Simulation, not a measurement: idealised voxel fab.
Presented below is a process module, voxel wiring stack.
Shown is cross-section cut, with a width of 250 nm and square cells of size 5 nm.
Reading order for cross-sections: top band down to bottom band. Underlying form: a grid of square cells. Band size: one or more rows of cells. Basically the band line says how high the top is and how high the bottom is, in nm, and then what's in it from left to right, every material with its width in nm. Empty space shows up as "empty", and if a single material carries "full width" it runs the full band edge to edge. Measure heights from 0. That's the level where, below it, the as-received wafer is all one material. The lowest band is bottomless and extends downward; write it as in "0 nm and below". The expression "30..40" gives the width at the extremes of the band, the first number at its top row of cells and the second at its bottom row, with the width changing by equal amounts from each row to the next in between. The designation "nothing was modified", where it is given for a processing step, indicates that no cell of the cross-section was altered in the course of that step. Closed-off voids of 8+ cells (no open route to the top) go in "Closed cavities", written width x height at distance from the left edge, in nm. On each step's line, the part that comes after the settings is the simulator's own comment on the step. "overlay nm" on a masked step: distance the mask lay right of its planned place, negative for left.

Process steps - plan:
1: RECEIVE,material Si
2: CONFORMAL_DEP,material SiO2,thk nm 15
3: CONFORMAL_DEP,material SiN,thk nm 5
4: DIRECTIONAL_DEP,material SiO2,thk nm 15
5: DIRECTIONAL_DEP,material aC,thk nm 15
6: PATTERN,tone open,mask id METAL_1,material resist,width nm 30,pitch nm 60,thk nm 30,overlay nm 0
7: DIRECTIONAL_ETCH,etch materials aC,depth nm 15
8: STRIP,etch materials resist
9: DIRECTIONAL_ETCH,etch materials SiO2,depth nm 15
10: DIRECTIONAL_ETCH,etch materials SiN,depth nm 5
11: STRIP,etch materials aC
12: CONFORMAL_DEP,material TiN,thk nm 5
13: FILL_DEP,material Cu,thk nm 10
14: CMP,height nm 35
15: EPI,material Ru,thk nm 5
16: FILL_DEP,material SiCN,thk nm 5
17: DIRECTIONAL_DEP,material SiO2,thk nm 10
18: DIRECTIONAL_DEP,material aC,thk nm 15
19: PATTERN,tone open,mask id PLUG_1,material resist,width nm 15,pitch nm 60,thk nm 30,overlay nm 0
20: DIRECTIONAL_ETCH,etch materials aC,depth nm 15
21: STRIP,etch materials resist
22: DIRECTIONAL_ETCH,etch materials SiO2,depth nm 10
23: DIRECTIONAL_ETCH,etch materials SiCN,depth nm 5
24: STRIP,etch materials aC
25: EPI,material Ru,thk nm 10
26: EPI,material Ru,thk nm 5
27: CONFORMAL_DEP,material SiCN,thk nm 5
28: DIRECTIONAL_DEP,material lowk,thk nm 20
29: DIRECTIONAL_DEP,material aC,thk nm 15
30: PATTERN,tone open,mask id METAL_2,material resist,width nm 30,pitch nm 60,thk nm 30,overlay nm 0
31: DIRECTIONAL_ETCH,etch materials aC,depth nm 15
32: STRIP,etch materials resist
33: DIRECTIONAL_ETCH,etch materials lowk,depth nm 20
34: DIRECTIONAL_ETCH,etch materials SiCN,depth nm 5
35: STRIP,etch materials aC
36: CONFORMAL_DEP,material TiN,thk nm 5
37: FILL_DEP,material W,thk nm 10
38: CMP,height nm 80
39: CONFORMAL_DEP,material SiCN,thk nm 5
40: DIRECTIONAL_DEP,material SiO2,thk nm 30
41: DIRECTIONAL_DEP,material aC,thk nm 15
42: PATTERN,tone open,mask id METAL_3_HOLES,material resist,width nm 15,pitch nm 60,thk nm 35,overlay nm 0
43: DIRECTIONAL_ETCH,etch materials aC,depth nm 15
44: STRIP,etch materials resist
45: DIRECTIONAL_ETCH,etch materials SiO2,depth nm 30
46: STRIP,etch materials aC
47: MASKED_ETCH,tone open,mask id METAL_3,width nm 30,pitch nm 60,etch materials SiO2,depth nm 15,overlay nm 0
48: MASKED_ETCH,tone open,mask id METAL_3,width nm 30,pitch nm 60,etch materials SiCN,depth nm 5,overlay nm 0
49: CONFORMAL_DEP,material TiN,thk nm 5
50: FILL_DEP,material Ru,thk nm 10
51: CMP,height nm 115
52: CONFORMAL_DEP,material SiCN,thk nm 5
53: DIRECTIONAL_DEP,material lowk,thk nm 25
54: PATTERN,tone open,mask id METAL_4_HOLES,material resist,width nm 15,thk nm 15,overlay nm 0
55: DIRECTIONAL_ETCH,etch materials lowk,depth nm 25
56: STRIP,etch materials resist
57: MASKED_ETCH,tone open,mask id METAL_4,width nm 30,pitch nm 60,etch materials lowk,depth nm 15,overlay nm 0
58: MASKED_ETCH,tone open,mask id METAL_4,width nm 30,pitch nm 60,etch materials SiCN,depth nm 5,overlay nm 0
59: CONFORMAL_DEP,material TiN,thk nm 5
60: FILL_DEP,material Cu,thk nm 10
61: CMP,height nm 145
62: CONFORMAL_DEP,material SiCN,thk nm 5

First of two wafers: run as planned:

Incoming wafer, cross-sectional view, post step 1:
	0 nm and below  Si full width
	Closed cavities: none

Presented here is a cross-section of the wafer after step 2 has been performed:
	15 nm to 0 nm  SiO2 full width
	Everything under 0 stays put, no change at all.

Presented here is a cross-section of the wafer after step 3 has been performed:
	20 nm to 15 nm  SiN full width
	Everything under 15 stays put, no change at all.

Presented here is a cross-section of the wafer after step 4 has been performed:
	35 nm to 20 nm  SiO2 full width
	Everything under 20 stays put, no change at all.

Presented here is a cross-section of the wafer after step 5 has been performed:
	50 nm to 35 nm  aC full width
	Everything under 35 stays put, no change at all.

Presented here is a cross-section of the wafer after step 6 has been performed:
	80 nm to 50 nm  resist: 80, empty: 30, resist: 30, empty: 30, resist: 80
	Everything under 50 stays put, no change at all.

Presented here is a cross-section of the wafer after step 7 has been performed:
	65 nm to 50 nm  resist: 80, empty: 30, resist: 30, empty: 30, resist: 80
	50 nm to 35 nm  aC: 80, empty: 30, aC: 30, empty: 30, aC: 80
	Everything under 35 stays put, no change at all.

Presented here is a cross-section of the wafer after step 8 has been performed:
	50 nm to 35 nm  aC: 80, empty: 30, aC: 30, empty: 30, aC: 80
	Everything under 35 stays put, no change at all.

Presented here is a cross-section of the wafer after step 9 has been performed:
	50 nm to 35 nm  aC: 80, empty: 30, aC: 30, empty: 30, aC: 80
	35 nm to 20 nm  SiO2: 80, empty: 30, SiO2: 30, empty: 30, SiO2: 80
	Everything under 20 stays put, no change at all.

Presented here is a cross-section of the wafer after step 10 has been performed:
	50 nm to 35 nm  aC: 80, empty: 30, aC: 30, empty: 30, aC: 80
	35 nm to 20 nm  SiO2: 80, empty: 30, SiO2: 30, empty: 30, SiO2: 80
	20 nm to 15 nm  SiN: 80, empty: 30, SiN: 30, empty: 30, SiN: 80
	Everything under 15 stays put, no change at all.

Presented here is a cross-section of the wafer after step 11 has been performed:
	35 nm to 20 nm  SiO2: 80, empty: 30, SiO2: 30, empty: 30, SiO2: 80
	Everything under 20 stays put, no change at all.

Presented here is a cross-section of the wafer after step 12 has been performed:
	40 nm to 35 nm  TiN: 85, empty: 20, TiN: 40, empty: 20, TiN: 85
	35 nm to 20 nm  SiO2: 80, TiN: 5, empty: 20, TiN: 5, SiO2: 30, TiN: 5, empty: 20, TiN: 5, SiO2: 80
	20 nm to 15 nm  SiN: 80, TiN: 30, SiN: 30, TiN: 30, SiN: 80
	Everything under 15 stays put, no change at all.

Presented here is a cross-section of the wafer after step 13 has been performed:
	50 nm to 40 nm  Cu full width
	40 nm to 35 nm  TiN: 85, Cu: 20, TiN: 40, Cu: 20, TiN: 85
	35 nm to 20 nm  SiO2: 80, TiN: 5, Cu: 20, TiN: 5, SiO2: 30, TiN: 5, Cu: 20, TiN: 5, SiO2: 80
	Everything under 20 stays put, no change at all.

Presented here is a cross-section of the wafer after step 14 has been performed:
	35 nm to 20 nm  SiO2: 80, TiN: 5, Cu: 20, TiN: 5, SiO2: 30, TiN: 5, Cu: 20, TiN: 5, SiO2: 80
	Everything under 20 stays put, no change at all.

Presented here is a cross-section of the wafer after step 15 has been performed:
	40 nm to 35 nm  empty: 75, Ru: 40, empty: 20, Ru: 40, empty: 75
	Everything under 35 stays put, no change at all.

Presented here is a cross-section of the wafer after step 16 has been performed:
	45 nm to 40 nm  SiCN full width
	40 nm to 35 nm  SiCN: 75, Ru: 40, SiCN: 20, Ru: 40, SiCN: 75
	Everything under 35 stays put, no change at all.

Presented here is a cross-section of the wafer after step 17 has been performed:
	55 nm to 45 nm  SiO2 full width
	Everything under 45 stays put, no change at all.

Presented here is a cross-section of the wafer after step 18 has been performed:
	70 nm to 55 nm  aC full width
	Everything under 55 stays put, no change at all.

Presented here is a cross-section of the wafer after step 19 has been performed:
	100 nm to 70 nm  resist: 80, empty: 15, resist: 45, empty: 15, resist: 95
	Everything under 70 stays put, no change at all.

Presented here is a cross-section of the wafer after step 20 has been performed:
	85 nm to 70 nm  resist: 80, empty: 15, resist: 45, empty: 15, resist: 95
	70 nm to 55 nm  aC: 80, empty: 15, aC: 45, empty: 15, aC: 95
	Everything under 55 stays put, no change at all.

Presented here is a cross-section of the wafer after step 21 has been performed:
	70 nm to 55 nm  aC: 80, empty: 15, aC: 45, empty: 15, aC: 95
	Everything under 55 stays put, no change at all.

Presented here is a cross-section of the wafer after step 22 has been performed:
	70 nm to 55 nm  aC: 80, empty: 15, aC: 45, empty: 15, aC: 95
	55 nm to 45 nm  SiO2: 80, empty: 15, SiO2: 45, empty: 15, SiO2: 95
	Everything under 45 stays put, no change at all.

Presented here is a cross-section of the wafer after step 23 has been performed:
	70 nm to 55 nm  aC: 80, empty: 15, aC: 45, empty: 15, aC: 95
	55 nm to 45 nm  SiO2: 80, empty: 15, SiO2: 45, empty: 15, SiO2: 95
	45 nm to 40 nm  SiCN: 80, empty: 15, SiCN: 45, empty: 15, SiCN: 95
	Everything under 40 stays put, no change at all.

Presented here is a cross-section of the wafer after step 24 has been performed:
	55 nm to 45 nm  SiO2: 80, empty: 15, SiO2: 45, empty: 15, SiO2: 95
	Everything under 45 stays put, no change at all.

Presented here is a cross-section of the wafer after step 25 has been performed:
	55 nm to 50 nm  SiO2: 80, empty: 15, SiO2: 45, empty: 15, SiO2: 95
	50 nm to 45 nm  SiO2: 80, Ru: 15, SiO2: 45, Ru: 15, SiO2: 95
	45 nm to 35 nm  SiCN: 80..75, Ru: 15..40, SiCN: 45..20, Ru: 15..40, SiCN: 95..75
	Everything under 35 stays put, no change at all.

Presented here is a cross-section of the wafer after step 26 has been performed:
	55 nm to 45 nm  SiO2: 80, Ru: 15, SiO2: 45, Ru: 15, SiO2: 95
	Everything under 45 stays put, no change at all.

Presented here is a cross-section of the wafer after step 27 has been performed:
	60 nm to 55 nm  SiCN full width
	Everything under 55 stays put, no change at all.

Presented here is a cross-section of the wafer after step 28 has been performed:
	80 nm to 60 nm  lowk full width
	Everything under 60 stays put, no change at all.

Presented here is a cross-section of the wafer after step 29 has been performed:
	95 nm to 80 nm  aC full width
	Everything under 80 stays put, no change at all.

Presented here is a cross-section of the wafer after step 30 has been performed:
	125 nm to 95 nm  resist: 80, empty: 30, resist: 30, empty: 30, resist: 80
	Everything under 95 stays put, no change at all.

Presented here is a cross-section of the wafer after step 31 has been performed:
	110 nm to 95 nm  resist: 80, empty: 30, resist: 30, empty: 30, resist: 80
	95 nm to 80 nm  aC: 80, empty: 30, aC: 30, empty: 30, aC: 80
	Everything under 80 stays put, no change at all.

Presented here is a cross-section of the wafer after step 32 has been performed:
	95 nm to 80 nm  aC: 80, empty: 30, aC: 30, empty: 30, aC: 80
	Everything under 80 stays put, no change at all.

Presented here is a cross-section of the wafer after step 33 has been performed:
	95 nm to 80 nm  aC: 80, empty: 30, aC: 30, empty: 30, aC: 80
	80 nm to 60 nm  lowk: 80, empty: 30, lowk: 30, empty: 30, lowk: 80
	Everything under 60 stays put, no change at all.

Presented here is a cross-section of the wafer after step 34 has been performed:
	95 nm to 80 nm  aC: 80, empty: 30, aC: 30, empty: 30, aC: 80
	80 nm to 60 nm  lowk: 80, empty: 30, lowk: 30, empty: 30, lowk: 80
	60 nm to 55 nm  SiCN: 80, empty: 30, SiCN: 30, empty: 30, SiCN: 80
	Everything under 55 stays put, no change at all.

Presented here is a cross-section of the wafer after step 35 has been performed:
	80 nm to 60 nm  lowk: 80, empty: 30, lowk: 30, empty: 30, lowk: 80
	Everything under 60 stays put, no change at all.

Presented here is a cross-section of the wafer after step 36 has been performed:
	85 nm to 80 nm  TiN: 85, empty: 20, TiN: 40, empty: 20, TiN: 85
	80 nm to 60 nm  lowk: 80, TiN: 5, empty: 20, TiN: 5, lowk: 30, TiN: 5, empty: 20, TiN: 5, lowk: 80
	60 nm to 55 nm  SiCN: 80, TiN: 30, SiCN: 30, TiN: 30, SiCN: 80
	Everything under 55 stays put, no change at all.

Presented here is a cross-section of the wafer after step 37 has been performed:
	95 nm to 85 nm  W full width
	85 nm to 80 nm  TiN: 85, W: 20, TiN: 40, W: 20, TiN: 85
	80 nm to 60 nm  lowk: 80, TiN: 5, W: 20, TiN: 5, lowk: 30, TiN: 5, W: 20, TiN: 5, lowk: 80
	Everything under 60 stays put, no change at all.

Presented here is a cross-section of the wafer after step 38 has been performed:
	80 nm to 60 nm  lowk: 80, TiN: 5, W: 20, TiN: 5, lowk: 30, TiN: 5, W: 20, TiN: 5, lowk: 80
	Everything under 60 stays put, no change at all.

Presented here is a cross-section of the wafer after step 39 has been performed:
	85 nm to 80 nm  SiCN full width
	Everything under 80 stays put, no change at all.

Presented here is a cross-section of the wafer after step 40 has been performed:
	115 nm to 85 nm  SiO2 full width
	Everything under 85 stays put, no change at all.

Presented here is a cross-section of the wafer after step 41 has been performed:
	130 nm to 115 nm  aC full width
	Everything under 115 stays put, no change at all.

Presented here is a cross-section of the wafer after step 42 has been performed:
	165 nm to 130 nm  resist: 80, empty: 15, resist: 45, empty: 15, resist: 95
	Everything under 130 stays put, no change at all.

Presented here is a cross-section of the wafer after step 43 has been performed:
	150 nm to 130 nm  resist: 80, empty: 15, resist: 45, empty: 15, resist: 95
	130 nm to 115 nm  aC: 80, empty: 15, aC: 45, empty: 15, aC: 95
	Everything under 115 stays put, no change at all.

Presented here is a cross-section of the wafer after step 44 has been performed:
	130 nm to 115 nm  aC: 80, empty: 15, aC: 45, empty: 15, aC: 95
	Everything under 115 stays put, no change at all.

Presented here is a cross-section of the wafer after step 45 has been performed:
	130 nm to 115 nm  aC: 80, empty: 15, aC: 45, empty: 15, aC: 95
	115 nm to 85 nm  SiO2: 80, empty: 15, SiO2: 45, empty: 15, SiO2: 95
	Everything under 85 stays put, no change at all.

Presented here is a cross-section of the wafer after step 46 has been performed:
	115 nm to 85 nm  SiO2: 80, empty: 15, SiO2: 45, empty: 15, SiO2: 95
	Everything under 85 stays put, no change at all.

Presented here is a cross-section of the wafer after step 47 has been performed:
	115 nm to 100 nm  SiO2: 80, empty: 30, SiO2: 30, empty: 30, SiO2: 80
	Everything under 100 stays put, no change at all.

Presented here is a cross-section of the wafer after step 48 has been performed:
	115 nm to 100 nm  SiO2: 80, empty: 30, SiO2: 30, empty: 30, SiO2: 80
	100 nm to 85 nm  SiO2: 80, empty: 15, SiO2: 45, empty: 15, SiO2: 95
	85 nm to 80 nm  SiCN: 80, empty: 15, SiCN: 45, empty: 15, SiCN: 95
	Everything under 80 stays put, no change at all.

Presented here is a cross-section of the wafer after step 49 has been performed:
	120 nm to 115 nm  TiN: 85, empty: 20, TiN: 40, empty: 20, TiN: 85
	115 nm to 105 nm  SiO2: 80, TiN: 5, empty: 20, TiN: 5, SiO2: 30, TiN: 5, empty: 20, TiN: 5, SiO2: 80
	105 nm to 100 nm  SiO2: 80, TiN: 5, empty: 5, TiN: 20, SiO2: 30, TiN: 5, empty: 5, TiN: 20, SiO2: 80
	100 nm to 85 nm  SiO2: 80, TiN: 5, empty: 5, TiN: 5, SiO2: 45, TiN: 5, empty: 5, TiN: 5, SiO2: 95
	85 nm to 80 nm  SiCN: 80, TiN: 15, SiCN: 45, TiN: 15, SiCN: 95
	Everything under 80 stays put, no change at all.

Presented here is a cross-section of the wafer after step 50 has been performed:
	130 nm to 120 nm  Ru full width
	120 nm to 115 nm  TiN: 85, Ru: 20, TiN: 40, Ru: 20, TiN: 85
	115 nm to 105 nm  SiO2: 80, TiN: 5, Ru: 20, TiN: 5, SiO2: 30, TiN: 5, Ru: 20, TiN: 5, SiO2: 80
	105 nm to 100 nm  SiO2: 80, TiN: 5, Ru: 5, TiN: 20, SiO2: 30, TiN: 5, Ru: 5, TiN: 20, SiO2: 80
	100 nm to 85 nm  SiO2: 80, TiN: 5, Ru: 5, TiN: 5, SiO2: 45, TiN: 5, Ru: 5, TiN: 5, SiO2: 95
	Everything under 85 stays put, no change at all.

Presented here is a cross-section of the wafer after step 51 has been performed:
	115 nm to 105 nm  SiO2: 80, TiN: 5, Ru: 20, TiN: 5, SiO2: 30, TiN: 5, Ru: 20, TiN: 5, SiO2: 80
	Everything under 105 stays put, no change at all.

Presented here is a cross-section of the wafer after step 52 has been performed:
	120 nm to 115 nm  SiCN full width
	Everything under 115 stays put, no change at all.

Presented here is a cross-section of the wafer after step 53 has been performed:
	145 nm to 120 nm  lowk full width
	Everything under 120 stays put, no change at all.

Presented here is a cross-section of the wafer after step 54 has been performed:
	160 nm to 145 nm  resist: 80, empty: 15, resist: 155
	Everything under 145 stays put, no change at all.

Presented here is a cross-section of the wafer after step 55 has been performed:
	160 nm to 145 nm  resist: 80, empty: 15, resist: 155
	145 nm to 120 nm  lowk: 80, empty: 15, lowk: 155
	Everything under 120 stays put, no change at all.

Presented here is a cross-section of the wafer after step 56 has been performed:
	145 nm to 120 nm  lowk: 80, empty: 15, lowk: 155
	Everything under 120 stays put, no change at all.

Presented here is a cross-section of the wafer after step 57 has been performed:
	145 nm to 130 nm  lowk: 80, empty: 30, lowk: 30, empty: 30, lowk: 80
	Everything under 130 stays put, no change at all.

Presented here is a cross-section of the wafer after step 58 has been performed:
	145 nm to 130 nm  lowk: 80, empty: 30, lowk: 30, empty: 30, lowk: 80
	130 nm to 120 nm  lowk: 80, empty: 15, lowk: 155
	120 nm to 115 nm  SiCN: 80, empty: 15, SiCN: 155
	Everything under 115 stays put, no change at all.

Presented here is a cross-section of the wafer after step 59 has been performed:
	150 nm to 145 nm  TiN: 85, empty: 20, TiN: 40, empty: 20, TiN: 85
	145 nm to 135 nm  lowk: 80, TiN: 5, empty: 20, TiN: 5, lowk: 30, TiN: 5, empty: 20, TiN: 5, lowk: 80
	135 nm to 130 nm  lowk: 80, TiN: 5, empty: 5, TiN: 20, lowk: 30, TiN: 30, lowk: 80
	130 nm to 120 nm  lowk: 80, TiN: 5, empty: 5, TiN: 5, lowk: 155
	120 nm to 115 nm  SiCN: 80, TiN: 15, SiCN: 155
	Everything under 115 stays put, no change at all.

Presented here is a cross-section of the wafer after step 60 has been performed:
	160 nm to 150 nm  Cu full width
	150 nm to 145 nm  TiN: 85, Cu: 20, TiN: 40, Cu: 20, TiN: 85
	145 nm to 135 nm  lowk: 80, TiN: 5, Cu: 20, TiN: 5, lowk: 30, TiN: 5, Cu: 20, TiN: 5, lowk: 80
	135 nm to 130 nm  lowk: 80, TiN: 5, Cu: 5, TiN: 20, lowk: 30, TiN: 30, lowk: 80
	130 nm to 120 nm  lowk: 80, TiN: 5, Cu: 5, TiN: 5, lowk: 155
	Everything under 120 stays put, no change at all.

Presented here is a cross-section of the wafer after step 61 has been performed:
	145 nm to 135 nm  lowk: 80, TiN: 5, Cu: 20, TiN: 5, lowk: 30, TiN: 5, Cu: 20, TiN: 5, lowk: 80
	Everything under 135 stays put, no change at all.

Presented here is a cross-section of the wafer after step 62 has been performed:
	150 nm to 145 nm  SiCN full width
	Everything under 145 stays put, no change at all.

Wafer two of two - same starting point, same process plan, one mistake in execution; matches wafer one up to and including step 46:

What the second wafer looks like in cross-section when step 47 should have wrapped up:
	115 nm to 100 nm  SiO2: 75, empty: 30, SiO2: 30, empty: 30, SiO2: 85
	Everything under 100 stays put, no change at all.

What the second wafer looks like in cross-section when step 48 should have wrapped up:
	115 nm to 100 nm  SiO2: 75, empty: 30, SiO2: 30, empty: 30, SiO2: 85
	100 nm to 85 nm  SiO2: 80, empty: 15, SiO2: 45, empty: 15, SiO2: 95
	85 nm to 80 nm  SiCN: 80, empty: 15, SiCN: 45, empty: 15, SiCN: 95
	Everything under 80 stays put, no change at all.

What the second wafer looks like in cross-section when step 49 should have wrapped up:
	120 nm to 115 nm  TiN: 80, empty: 20, TiN: 40, empty: 20, TiN: 90
	115 nm to 105 nm  SiO2: 75, TiN: 5, empty: 20, TiN: 5, SiO2: 30, TiN: 5, empty: 20, TiN: 5, SiO2: 85
	105 nm to 100 nm  SiO2: 75, TiN: 10, empty: 5, TiN: 15, SiO2: 30, TiN: 10, empty: 5, TiN: 15, SiO2: 85
	100 nm to 85 nm  SiO2: 80, TiN: 5, empty: 5, TiN: 5, SiO2: 45, TiN: 5, empty: 5, TiN: 5, SiO2: 95
	85 nm to 80 nm  SiCN: 80, TiN: 15, SiCN: 45, TiN: 15, SiCN: 95
	Everything under 80 stays put, no change at all.

What the second wafer looks like in cross-section when step 50 should have wrapped up:
	130 nm to 120 nm  Ru full width
	120 nm to 115 nm  TiN: 80, Ru: 20, TiN: 40, Ru: 20, TiN: 90
	115 nm to 105 nm  SiO2: 75, TiN: 5, Ru: 20, TiN: 5, SiO2: 30, TiN: 5, Ru: 20, TiN: 5, SiO2: 85
	105 nm to 100 nm  SiO2: 75, TiN: 10, Ru: 5, TiN: 15, SiO2: 30, TiN: 10, Ru: 5, TiN: 15, SiO2: 85
	100 nm to 85 nm  SiO2: 80, TiN: 5, Ru: 5, TiN: 5, SiO2: 45, TiN: 5, Ru: 5, TiN: 5, SiO2: 95
	Everything under 85 stays put, no change at all.

What the second wafer looks like in cross-section when step 51 should have wrapped up:
	115 nm to 105 nm  SiO2: 75, TiN: 5, Ru: 20, TiN: 5, SiO2: 30, TiN: 5, Ru: 20, TiN: 5, SiO2: 85
	Everything under 105 stays put, no change at all.

What the second wafer looks like in cross-section when step 52 should have wrapped up:
	120 nm to 115 nm  SiCN full width
	Everything under 115 stays put, no change at all.

What the second wafer looks like in cross-section when step 53 should have wrapped up:
	145 nm to 120 nm  lowk full width
	Everything under 120 stays put, no change at all.

What the second wafer looks like in cross-section when step 54 should have wrapped up:
	160 nm to 145 nm  resist: 80, empty: 15, resist: 155
	Everything under 145 stays put, no change at all.

What the second wafer looks like in cross-section when step 55 should have wrapped up:
	160 nm to 145 nm  resist: 80, empty: 15, resist: 155
	145 nm to 120 nm  lowk: 80, empty: 15, lowk: 155
	Everything under 120 stays put, no change at all.

What the second wafer looks like in cross-section when step 56 should have wrapped up:
	145 nm to 120 nm  lowk: 80, empty: 15, lowk: 155
	Everything under 120 stays put, no change at all.

What the second wafer looks like in cross-section when step 57 should have wrapped up:
	145 nm to 130 nm  lowk: 80, empty: 30, lowk: 30, empty: 30, lowk: 80
	Everything under 130 stays put, no change at all.

What the second wafer looks like in cross-section when step 58 should have wrapped up:
	145 nm to 130 nm  lowk: 80, empty: 30, lowk: 30, empty: 30, lowk: 80
	130 nm to 120 nm  lowk: 80, empty: 15, lowk: 155
	120 nm to 115 nm  SiCN: 80, empty: 15, SiCN: 155
	Everything under 115 stays put, no change at all.

What the second wafer looks like in cross-section when step 59 should have wrapped up:
	150 nm to 145 nm  TiN: 85, empty: 20, TiN: 40, empty: 20, TiN: 85
	145 nm to 135 nm  lowk: 80, TiN: 5, empty: 20, TiN: 5, lowk: 30, TiN: 5, empty: 20, TiN: 5, lowk: 80
	135 nm to 130 nm  lowk: 80, TiN: 5, empty: 5, TiN: 20, lowk: 30, TiN: 30, lowk: 80
	130 nm to 120 nm  lowk: 80, TiN: 5, empty: 5, TiN: 5, lowk: 155
	120 nm to 115 nm  SiCN: 80, TiN: 15, SiCN: 155
	Everything under 115 stays put, no change at all.

What the second wafer looks like in cross-section when step 60 should have wrapped up:
	160 nm to 150 nm  Cu full width
	150 nm to 145 nm  TiN: 85, Cu: 20, TiN: 40, Cu: 20, TiN: 85
	145 nm to 135 nm  lowk: 80, TiN: 5, Cu: 20, TiN: 5, lowk: 30, TiN: 5, Cu: 20, TiN: 5, lowk: 80
	135 nm to 130 nm  lowk: 80, TiN: 5, Cu: 5, TiN: 20, lowk: 30, TiN: 30, lowk: 80
	130 nm to 120 nm  lowk: 80, TiN: 5, Cu: 5, TiN: 5, lowk: 155
	Everything under 120 stays put, no change at all.

What the second wafer looks like in cross-section when step 61 should have wrapped up:
	145 nm to 135 nm  lowk: 80, TiN: 5, Cu: 20, TiN: 5, lowk: 30, TiN: 5, Cu: 20, TiN: 5, lowk: 80
	Everything under 135 stays put, no change at all.

What the second wafer looks like in cross-section when step 62 should have wrapped up:
	150 nm to 145 nm  SiCN full width
	Everything under 145 stays put, no change at all.
Nonconformance to the process plan: step 47, actual vs plan mismatch, actual run MASKED_ETCH,tone open,mask id METAL_3,width nm 30,pitch nm 60,etch materials SiO2,depth nm 15,overlay nm -5
Heads up: at the end the two wafers have identical cell counts per material, they're just laid out differently.
